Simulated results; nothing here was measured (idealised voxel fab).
The document below concerns the process module designated voxel local oxidation.
cross-section cut | 270 nm wide | cells 5 nm
Cross-sections here: square-cell grids, written as top-down lists of bands, a band being one or more rows of cells.
Per band: top height and bottom height in nm, followed by the left-to-right materials and their widths in nm; "edge to edge" marks a single material spanning edge to edge, "empty" marks empty space.
Heights are reckoned from 0. Under this level, the received wafer is all of one material. The bottommost band is open-ended downward, for example "0..down".
With a width like "30 to 40", each row of cells in the band differs from the next by the same amount, the top row carrying the first number and the bottom row the second.
No cell of the cross-section changed in a step that is given as "no modifications".
Heads up: "Cavities, closed" only lists the empty pockets with no open path to the top that are 8 cells or more, and it writes them as width x height at distance, distance from the left edge, in nm.
That trailing text on a step's line, after the settings, is the simulator's own remark on the step.
overlay nm: where the mask lay relative to plan, measured to the right, on steps with a mask; negatives go left.

-- List of planned process steps
1. RECEIVE, material Si
2. OXIDIZE, depth nm 5
3. CONFORMAL_DEP, material SiN, thk nm 10
4. MASKED_ETCH, tone cover, mask id ACTIVE, width nm 100, etch materials SiN, depth nm 10, overlay nm 0
5. SELECTIVE_ETCH, etch materials SiO2, depth nm 5
6. OXIDIZE, depth nm 15
7. STRIP, etch materials SiN

-- First of the two wafers, run per plan

-- Shown in cross-section is the wafer as received, that is, as it stands after step 1
    0..down | Si edge to edge
    Cavities, closed: none

-- after step 2
    0..-5 | SiO2 edge to edge
    Rest of section, below -5: as before.

-- after step 3
    10..0 | SiN edge to edge
    Rest of section, below 0: as before.

-- after step 4
    10..0 | empty: 85 | SiN: 100 | empty: 85
    Rest of section, below 0: as before.

-- after step 5
    10..0 | empty: 85 | SiN: 100 | empty: 85
    0..-5 | empty: 90 | SiO2: 90 | empty: 90
    Rest of section, below -5: as before.

-- after step 6
    10..0 | empty: 85 | SiN: 100 | empty: 85
    0..-5 | empty: 90 | SiO2: 90 | empty: 90
    -5..-20 | SiO2: 105 | Si: 60 | SiO2: 105
    Rest of section, below -20: as before.

-- after step 7
    0..-5 | empty: 90 | SiO2: 90 | empty: 90
    Rest of section, below -5: as before.

-- Here the second wafer is described. Its start and its plan were those of the first wafer. Its run contained one mistake. Up to and including step 3, it did exactly what the first wafer did

-- Cross-sectional representation of the second wafer at the time designated in the plan for the completion of step 4
    10..0 | empty: 80 | SiN: 110 | empty: 80
    Rest of section, below 0: as before.

-- Cross-sectional representation of the second wafer at the time designated in the plan for the completion of step 5
    10..0 | empty: 80 | SiN: 110 | empty: 80
    0..-5 | empty: 85 | SiO2: 100 | empty: 85
    Rest of section, below -5: as before.

-- Cross-sectional representation of the second wafer at the time designated in the plan for the completion of step 6
    10..0 | empty: 80 | SiN: 110 | empty: 80
    0..-5 | empty: 85 | SiO2: 100 | empty: 85
    -5..-20 | SiO2: 100 | Si: 70 | SiO2: 100
    Rest of section, below -20: as before.

-- Cross-sectional representation of the second wafer at the time designated in the plan for the completion of step 7
    0..-5 | empty: 85 | SiO2: 100 | empty: 85
    Rest of section, below -5: as before.
Nonconformance to the process plan: for step 4, the planned setting was not used; the step was instead run as MASKED_ETCH, tone cover, mask id ACTIVE, width nm 110, etch materials SiN, depth nm 10, overlay nm 0
FYI, end of process, the second wafer has more or fewer cells of some materials than the first: 6 more of Si | 4 fewer of SiO2
